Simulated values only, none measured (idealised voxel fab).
The name of this process module is voxel capacitor over wiring.
245 nm wide, 5 nm square cells: that's cross-section cut.
Format of a cross-section: grid, square cells. Given as bands. Order: top down. Band: one or more rows of cells.
Band: top height; bottom height; in nm. Then, left to right: material with width in nm, for each material. "edge to edge": a single material spanning edge to edge. "empty": empty space.
For the purposes of this specification, 0 denotes the height below which the wafer in its as-received condition is composed wholly of one material, and the lowermost band, lacking a lower limit, extends downward without end, as expressed in "0 and below".
A two-number width, for instance "30->40", indicates that the width is equal to the first number in the top row of the band and to the second number in the bottom row, and that it changes by a constant amount per row of cells.
When a step is marked "nothing changed", none of the cells in the cross-section changed during that step.
Basically, "Enclosed empty spaces" tells you about the enclosed voids: empty spaces with no open way to the top, 8 cells or bigger, each written width x height at distance, where distance is from the left edge, all in nm.
On a step's line, text after the settings is the simulator commenting on that step.
When a step includes a mask, the "overlay nm" setting on its line states how far to the right of its planned place that mask lay, and negative values state how far to the left.

[Listed below are the process steps as planned]
1. RECEIVE (material Si)
2. CONFORMAL_DEP (material SiO2; thk nm 15)
3. DIRECTIONAL_DEP (material TiN; thk nm 5)
4. DIRECTIONAL_DEP (material W; thk nm 25)
5. DIRECTIONAL_DEP (material aC; thk nm 10)
6. PATTERN (tone cover; mask id METAL_1; material resist; width nm 25; pitch nm 80; thk nm 30; overlay nm 0)
7. DIRECTIONAL_ETCH (etch materials aC; depth nm 10)
8. STRIP (etch materials resist)
9. DIRECTIONAL_ETCH (etch materials W; depth nm 25)
10. DIRECTIONAL_ETCH (etch materials TiN; depth nm 5)
11. STRIP (etch materials aC)
12. CONFORMAL_DEP (material SiCN; thk nm 5)
13. FILL_DEP (material lowk; thk nm 10)
14. CMP (height nm 45)
15. CONFORMAL_DEP (material SiCN; thk nm 5)
16. DIRECTIONAL_DEP (material lowk; thk nm 10)
17. DIRECTIONAL_DEP (material aC; thk nm 10)
18. PATTERN (tone open; mask id PLUG_1; material resist; width nm 15; thk nm 30; overlay nm 0)
19. DIRECTIONAL_ETCH (etch materials aC; depth nm 10)
20. STRIP (etch materials resist)
21. DIRECTIONAL_ETCH (etch materials lowk; depth nm 10)
22. DIRECTIONAL_ETCH (etch materials SiCN; depth nm 5)
23. STRIP (etch materials aC)
24. CONFORMAL_DEP (material TiN; thk nm 5)
25. FILL_DEP (material Cu; thk nm 5)
26. CMP (height nm 60)
27. DIRECTIONAL_DEP (material TiN; thk nm 5)
28. DIRECTIONAL_DEP (material SiN; thk nm 5)
29. DIRECTIONAL_DEP (material TiN; thk nm 5)
30. DIRECTIONAL_DEP (material aC; thk nm 10)
31. PATTERN (tone cover; mask id UPPER_PLATE; material resist; width nm 60; thk nm 30; overlay nm 0)
32. DIRECTIONAL_ETCH (etch materials aC; depth nm 10)
33. STRIP (etch materials resist)
34. DIRECTIONAL_ETCH (etch materials TiN; depth nm 5)
35. DIRECTIONAL_ETCH (etch materials SiN; depth nm 5)
36. STRIP (etch materials aC)
37. PATTERN (tone cover; mask id LOWER_PLATE; material resist; width nm 70; thk nm 20; overlay nm 0)
38. DIRECTIONAL_ETCH (etch materials TiN; depth nm 5)
39. STRIP (etch materials resist)
40. FILL_DEP (material SiO2; thk nm 20)
41. CMP (height nm 90)
42. MASKED_ETCH (tone open; mask id PLUG_2; width nm 15; etch materials SiO2; depth nm 15; overlay nm 0)
43. CONFORMAL_DEP (material TiN; thk nm 5)
44. FILL_DEP (material Cu; thk nm 10)
45. CMP (height nm 90)
46. CONFORMAL_DEP (material SiN; thk nm 5)

[Concerning the first of two wafers, which was run in accordance with the plan]

[Incoming wafer, cross-sectional view, post step 1]
    0 and below  Si edge to edge
    Enclosed empty spaces: none

[Cross-sectional representation of the wafer at the conclusion of step 2]
    15 down to 0  SiO2 edge to edge
    Everything under 0 stays put, no change at all.

[Cross-sectional representation of the wafer at the conclusion of step 3]
    20 down to 15  TiN edge to edge
    Everything under 15 stays put, no change at all.

[Cross-sectional representation of the wafer at the conclusion of step 4]
    45 down to 20  W edge to edge
    Everything under 20 stays put, no change at all.

[Cross-sectional representation of the wafer at the conclusion of step 5]
    55 down to 45  aC edge to edge
    Everything under 45 stays put, no change at all.

[Cross-sectional representation of the wafer at the conclusion of step 6]
    85 down to 55  empty: 70  resist: 25  empty: 55  resist: 25  empty: 70
    Everything under 55 stays put, no change at all.

[Cross-sectional representation of the wafer at the conclusion of step 7]
    75 down to 55  empty: 70  resist: 25  empty: 55  resist: 25  empty: 70
    55 down to 45  empty: 70  aC: 25  empty: 55  aC: 25  empty: 70
    Everything under 45 stays put, no change at all.

[Cross-sectional representation of the wafer at the conclusion of step 8]
    55 down to 45  empty: 70  aC: 25  empty: 55  aC: 25  empty: 70
    Everything under 45 stays put, no change at all.

[Cross-sectional representation of the wafer at the conclusion of step 9]
    55 down to 45  empty: 70  aC: 25  empty: 55  aC: 25  empty: 70
    45 down to 20  empty: 70  W: 25  empty: 55  W: 25  empty: 70
    Everything under 20 stays put, no change at all.

[Cross-sectional representation of the wafer at the conclusion of step 10]
    55 down to 45  empty: 70  aC: 25  empty: 55  aC: 25  empty: 70
    45 down to 20  empty: 70  W: 25  empty: 55  W: 25  empty: 70
    20 down to 15  empty: 70  TiN: 25  empty: 55  TiN: 25  empty: 70
    Everything under 15 stays put, no change at all.

[Cross-sectional representation of the wafer at the conclusion of step 11]
    45 down to 20  empty: 70  W: 25  empty: 55  W: 25  empty: 70
    Everything under 20 stays put, no change at all.

[Cross-sectional representation of the wafer at the conclusion of step 12]
    50 down to 45  empty: 65  SiCN: 35  empty: 45  SiCN: 35  empty: 65
    45 down to 20  empty: 65  SiCN: 5  W: 25  SiCN: 5  empty: 45  SiCN: 5  W: 25  SiCN: 5  empty: 65
    20 down to 15  SiCN: 70  TiN: 25  SiCN: 55  TiN: 25  SiCN: 70
    Everything under 15 stays put, no change at all.

[Cross-sectional representation of the wafer at the conclusion of step 13]
    60 down to 50  lowk edge to edge
    50 down to 45  lowk: 65  SiCN: 35  lowk: 45  SiCN: 35  lowk: 65
    45 down to 20  lowk: 65  SiCN: 5  W: 25  SiCN: 5  lowk: 45  SiCN: 5  W: 25  SiCN: 5  lowk: 65
    Everything under 20 stays put, no change at all.

[Cross-sectional representation of the wafer at the conclusion of step 14]
    45 down to 20  lowk: 65  SiCN: 5  W: 25  SiCN: 5  lowk: 45  SiCN: 5  W: 25  SiCN: 5  lowk: 65
    Everything under 20 stays put, no change at all.

[Cross-sectional representation of the wafer at the conclusion of step 15]
    50 down to 45  SiCN edge to edge
    Everything under 45 stays put, no change at all.

[Cross-sectional representation of the wafer at the conclusion of step 16]
    60 down to 50  lowk edge to edge
    Everything under 50 stays put, no change at all.

[Cross-sectional representation of the wafer at the conclusion of step 17]
    70 down to 60  aC edge to edge
    Everything under 60 stays put, no change at all.

[Cross-sectional representation of the wafer at the conclusion of step 18]
    100 down to 70  resist: 80  empty: 15  resist: 150
    Everything under 70 stays put, no change at all.

[Cross-sectional representation of the wafer at the conclusion of step 19]
    90 down to 70  resist: 80  empty: 15  resist: 150
    70 down to 60  aC: 80  empty: 15  aC: 150
    Everything under 60 stays put, no change at all.

[Cross-sectional representation of the wafer at the conclusion of step 20]
    70 down to 60  aC: 80  empty: 15  aC: 150
    Everything under 60 stays put, no change at all.

[Cross-sectional representation of the wafer at the conclusion of step 21]
    70 down to 60  aC: 80  empty: 15  aC: 150
    60 down to 50  lowk: 80  empty: 15  lowk: 150
    Everything under 50 stays put, no change at all.

[Cross-sectional representation of the wafer at the conclusion of step 22]
    70 down to 60  aC: 80  empty: 15  aC: 150
    60 down to 50  lowk: 80  empty: 15  lowk: 150
    50 down to 45  SiCN: 80  empty: 15  SiCN: 150
    Everything under 45 stays put, no change at all.

[Cross-sectional representation of the wafer at the conclusion of step 23]
    60 down to 50  lowk: 80  empty: 15  lowk: 150
    Everything under 50 stays put, no change at all.

[Cross-sectional representation of the wafer at the conclusion of step 24]
    65 down to 60  TiN: 85  empty: 5  TiN: 155
    60 down to 50  lowk: 80  TiN: 5  empty: 5  TiN: 5  lowk: 150
    50 down to 45  SiCN: 80  TiN: 15  SiCN: 150
    Everything under 45 stays put, no change at all.

[Cross-sectional representation of the wafer at the conclusion of step 25]
    70 down to 65  Cu edge to edge
    65 down to 60  TiN: 85  Cu: 5  TiN: 155
    60 down to 50  lowk: 80  TiN: 5  Cu: 5  TiN: 5  lowk: 150
    Everything under 50 stays put, no change at all.

[Cross-sectional representation of the wafer at the conclusion of step 26]
    60 down to 50  lowk: 80  TiN: 5  Cu: 5  TiN: 5  lowk: 150
    Everything under 50 stays put, no change at all.

[Cross-sectional representation of the wafer at the conclusion of step 27]
    65 down to 60  TiN edge to edge
    Everything under 60 stays put, no change at all.

[Cross-sectional representation of the wafer at the conclusion of step 28]
    70 down to 65  SiN edge to edge
    Everything under 65 stays put, no change at all.

[Cross-sectional representation of the wafer at the conclusion of step 29]
    75 down to 70  TiN edge to edge
    Everything under 70 stays put, no change at all.

[Cross-sectional representation of the wafer at the conclusion of step 30]
    85 down to 75  aC edge to edge
    Everything under 75 stays put, no change at all.

[Cross-sectional representation of the wafer at the conclusion of step 31]
    115 down to 85  empty: 80  resist: 60  empty: 105
    Everything under 85 stays put, no change at all.

[Cross-sectional representation of the wafer at the conclusion of step 32]
    105 down to 85  empty: 80  resist: 60  empty: 105
    85 down to 75  empty: 80  aC: 60  empty: 105
    Everything under 75 stays put, no change at all.

[Cross-sectional representation of the wafer at the conclusion of step 33]
    85 down to 75  empty: 80  aC: 60  empty: 105
    Everything under 75 stays put, no change at all.

[Cross-sectional representation of the wafer at the conclusion of step 34]
    85 down to 75  empty: 80  aC: 60  empty: 105
    75 down to 70  empty: 80  TiN: 60  empty: 105
    Everything under 70 stays put, no change at all.

[Cross-sectional representation of the wafer at the conclusion of step 35]
    85 down to 75  empty: 80  aC: 60  empty: 105
    75 down to 70  empty: 80  TiN: 60  empty: 105
    70 down to 65  empty: 80  SiN: 60  empty: 105
    Everything under 65 stays put, no change at all.

[Cross-sectional representation of the wafer at the conclusion of step 36]
    75 down to 70  empty: 80  TiN: 60  empty: 105
    Everything under 70 stays put, no change at all.

[Cross-sectional representation of the wafer at the conclusion of step 37]
    95 down to 75  empty: 75  resist: 70  empty: 100
    75 down to 70  empty: 75  resist: 5  TiN: 60  resist: 5  empty: 100
    70 down to 65  empty: 75  resist: 5  SiN: 60  resist: 5  empty: 100
    Everything under 65 stays put, no change at all.

[Cross-sectional representation of the wafer at the conclusion of step 38]
    95 down to 75  empty: 75  resist: 70  empty: 100
    75 down to 70  empty: 75  resist: 5  TiN: 60  resist: 5  empty: 100
    70 down to 65  empty: 75  resist: 5  SiN: 60  resist: 5  empty: 100
    65 down to 60  empty: 75  TiN: 70  empty: 100
    Everything under 60 stays put, no change at all.

[Cross-sectional representation of the wafer at the conclusion of step 39]
    75 down to 70  empty: 80  TiN: 60  empty: 105
    70 down to 65  empty: 80  SiN: 60  empty: 105
    Everything under 65 stays put, no change at all.

[Cross-sectional representation of the wafer at the conclusion of step 40]
    95 down to 75  SiO2 edge to edge
    75 down to 70  SiO2: 80  TiN: 60  SiO2: 105
    70 down to 65  SiO2: 80  SiN: 60  SiO2: 105
    65 down to 60  SiO2: 75  TiN: 70  SiO2: 100
    Everything under 60 stays put, no change at all.

[Cross-sectional representation of the wafer at the conclusion of step 41]
    90 down to 75  SiO2 edge to edge
    Everything under 75 stays put, no change at all.

[Cross-sectional representation of the wafer at the conclusion of step 42]
    90 down to 75  SiO2: 90  empty: 15  SiO2: 140
    Everything under 75 stays put, no change at all.

[Cross-sectional representation of the wafer at the conclusion of step 43]
    95 down to 90  TiN: 95  empty: 5  TiN: 145
    90 down to 80  SiO2: 90  TiN: 5  empty: 5  TiN: 5  SiO2: 140
    80 down to 70  SiO2: 90->80  TiN: 15->60  SiO2: 140->105
    Everything under 70 stays put, no change at all.

[Cross-sectional representation of the wafer at the conclusion of step 44]
    105 down to 95  Cu edge to edge
    95 down to 90  TiN: 95  Cu: 5  TiN: 145
    90 down to 80  SiO2: 90  TiN: 5  Cu: 5  TiN: 5  SiO2: 140
    Everything under 80 stays put, no change at all.

[Cross-sectional representation of the wafer at the conclusion of step 45]
    90 down to 80  SiO2: 90  TiN: 5  Cu: 5  TiN: 5  SiO2: 140
    Everything under 80 stays put, no change at all.

[Cross-sectional representation of the wafer at the conclusion of step 46]
    95 down to 90  SiN edge to edge
    Everything under 90 stays put, no change at all.

[The second wafer began exactly as the first did and followed the same plan, but one mistake was made while running it; through step 44 inclusive, the two wafers are identical]

Cross-section of the second wafer corresponding to the planned conclusion of step 45: nothing changed

[Cross-section of the second wafer corresponding to the planned conclusion of step 46]
    110 down to 105  SiN edge to edge
    Everything under 105 stays put, no change at all.
Heads up, the wafer didn't run the way we planned it: step 45 of the plan got skipped, so it never ran
Wrapping up, a cell-based count of both wafers puts the second over or under the first for these materials: Cu: 99 more; TiN: 48 more
